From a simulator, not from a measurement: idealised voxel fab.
process module | voxel self aligned contacts
cross-section cut | 165 nm wide | cells 5 nm
A cross-section is a grid of square cells, given in bands from the top down. A band is one or more rows of cells.
Each band's line starts with the height of the band's top and of its bottom, in nm. Then come its materials from left to right, each with its width in nm. One material with "throughout" fills the band from edge to edge. "air" is empty space.
Height 0 is the level under which the wafer as received is all one material. The lowest band goes on downwards, as in "0 down".
A width such as "30 to 40" changes by the same amount from each row of cells to the next, from the band's top row to its bottom row.
"no change" after a step means that no cell of the cross-section changed.
closed voids: empty space of 8 cells or more with no open way to the top, each as width x height at its distance from the left edge, in nm
after a step's settings: what the simulator itself notes on the step
overlay nm, on a step with a mask: how far to the right of its planned place the mask lay; to the left if negative
plan
1 op RECEIVE | material Si
2 op CONFORMAL_DEP | material SiO2 | thk nm 5
3 op DIRECTIONAL_DEP | material polySi | thk nm 30
4 op DIRECTIONAL_DEP | material SiN | thk nm 15
5 op MASKED_ETCH | tone cover | mask id GATE | width nm 35 | pitch nm 70 | etch materials SiN | depth nm 15 | overlay nm 0
6 op MASKED_ETCH | tone cover | mask id GATE | width nm 35 | pitch nm 70 | etch materials polySi | depth nm 30 | overlay nm -15
7 op CONFORMAL_DEP | material SiN | thk nm 5
8 op DIRECTIONAL_ETCH | etch materials SiN | depth nm 5
9 op FILL_DEP | material SiO2 | thk nm 15
10 op CMP | height nm 55
11 op MASKED_ETCH | tone open | mask id CONTACT | width nm 45 | etch materials SiO2 | depth nm 55 | overlay nm 0
12 op CONFORMAL_DEP | material TiN | thk nm 5
13 op FILL_DEP | material Ru | thk nm 10
14 op CMP | height nm 55
15 op CONFORMAL_DEP | material SiCN | thk nm 5
varied across the wafers: overlay nm of step 6. The plan shows the first wafer's value. All wafers start alike
first wafer as received, after step 1
  0 down: Si throughout
  closed voids: none
each wafer at the end: cells of each material gained (+) or lost (-) since it was received, then its closed voids
overlay nm -15 | +9 Ru | +33 SiCN | +78 SiN | +127 SiO2 | +29 TiN | +120 polySi | closed voids: none
overlay nm -10 | +16 Ru | +33 SiCN | +78 SiN | +132 SiO2 | +29 TiN | +108 polySi | closed voids: none
overlay nm -5 | +23 Ru | +33 SiCN | +78 SiN | +137 SiO2 | +29 TiN | +96 polySi | closed voids: none
overlay nm 0 | +30 Ru | +33 SiCN | +78 SiN | +142 SiO2 | +29 TiN | +84 polySi | closed voids: none
overlay nm 5 | +23 Ru | +33 SiCN | +78 SiN | +137 SiO2 | +29 TiN | +96 polySi | closed voids: none
overlay nm 10 | +16 Ru | +33 SiCN | +78 SiN | +132 SiO2 | +29 TiN | +108 polySi | closed voids: none
overlay nm 15 | +9 Ru | +33 SiCN | +78 SiN | +127 SiO2 | +29 TiN | +120 polySi | closed voids: none
